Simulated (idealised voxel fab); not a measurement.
Process module heading - voxel self aligned vias
Section cut is 260 nm wide and gridded with 5 nm square cells.
In this document a cross-section is written as a grid of square cells. It is given as a series of bands, listed from the top down, and a band is one or more rows of cells.
Heads up on the band format: heights come first, top then bottom, in nm. After that it's the materials left to right, each with its width in nm. A single material flagged "edge to edge" fills the whole band edge to edge, and "empty" means there's empty space there.
Convention: height 0 is the level below which the wafer, as received, is all one material. The lowest band does not terminate at the bottom but continues downward, represented as "0 and below".
You'd read "30..40" like this: the band's top row of cells is as wide as the first number, its bottom row is as wide as the second, and going down, every row changes width by the same amount as the row before did.
Take "no alterations made" at face value: in the step it is given for, the cross-section changed in none of its cells.
Reported under the label "Voids, sealed" are the empty spaces having no open way to the top and comprising 8 cells or more; the notation for each is width x height at distance, in which the distance is measured from the left edge and all three values are in nm.
Where a step's line continues beyond its settings, the continuation is a remark by the simulator itself on that step.
The setting "overlay nm" may be written on the line of a step. When the step uses a mask, the value reports how far to the right of the planned place the mask lay, and a negative value reports that it lay to the left.
-- Steps planned for the process
1: RECEIVE, material Si
2: CONFORMAL_DEP, material SiO2, thk nm 10
3: CONFORMAL_DEP, material SiCN, thk nm 5
4: DIRECTIONAL_DEP, material lowk, thk nm 20
5: PATTERN, tone open, mask id LINES, material resist, width nm 20, pitch nm 50, thk nm 20, overlay nm 0
6: DIRECTIONAL_ETCH, etch materials lowk, depth nm 30
7: STRIP, etch materials resist
8: CONFORMAL_DEP, material TiN, thk nm 5
9: FILL_DEP, material W, thk nm 10
10: CMP, height nm 45
11: SELECTIVE_ETCH, etch materials W Ru TiN, depth nm 5
12: FILL_DEP, material SiN, thk nm 10
13: CMP, height nm 45
14: DIRECTIONAL_DEP, material lowk, thk nm 20
15: MASKED_ETCH, tone open, mask id VIAS, width nm 30, etch materials lowk, depth nm 20, overlay nm 0
16: MASKED_ETCH, tone open, mask id VIAS, width nm 30, etch materials SiN, depth nm 5, overlay nm 0
17: CONFORMAL_DEP, material TiN, thk nm 5
18: FILL_DEP, material Cu, thk nm 5
19: CMP, height nm 65
20: CONFORMAL_DEP, material SiCN, thk nm 5
The plan's step 4 thk nm is the first wafer's value; the wafers differ in this setting and start identical.
-- Cross-section of the first incoming wafer of several, state after step 1
> 0 and below | Si edge to edge
> Voids, sealed: none
-- Quick key for the table: a row per wafer, taken at the end of the module. For each material it tells you how many cells the wafer gained (+) or lost (-) since it came in, and the closed voids come after
thk nm 20; +16 Cu; +104 SiCN; +46 SiN; +104 SiO2; +82 TiN; +16 W; +360 lowk; Voids, sealed: none
thk nm 25; +16 Cu; +104 SiCN; +46 SiN; +104 SiO2; +38 TiN; +16 W; +404 lowk; Voids, sealed: none
thk nm 30; +14 Cu; +104 SiCN; +4 SiN; +104 SiO2; +38 TiN; +16 W; +448 lowk; Voids, sealed: none
thk nm 35; +14 Cu; +104 SiCN; +4 SiN; +104 SiO2; +34 TiN; +12 W; +456 lowk; Voids, sealed: none
thk nm 40; +14 Cu; +104 SiCN; +4 SiN; +104 SiO2; +30 TiN; +8 W; +464 lowk; Voids, sealed: none
thk nm 45; +14 Cu; +104 SiCN; +4 SiN; +104 SiO2; +26 TiN; +4 W; +472 lowk; Voids, sealed: none
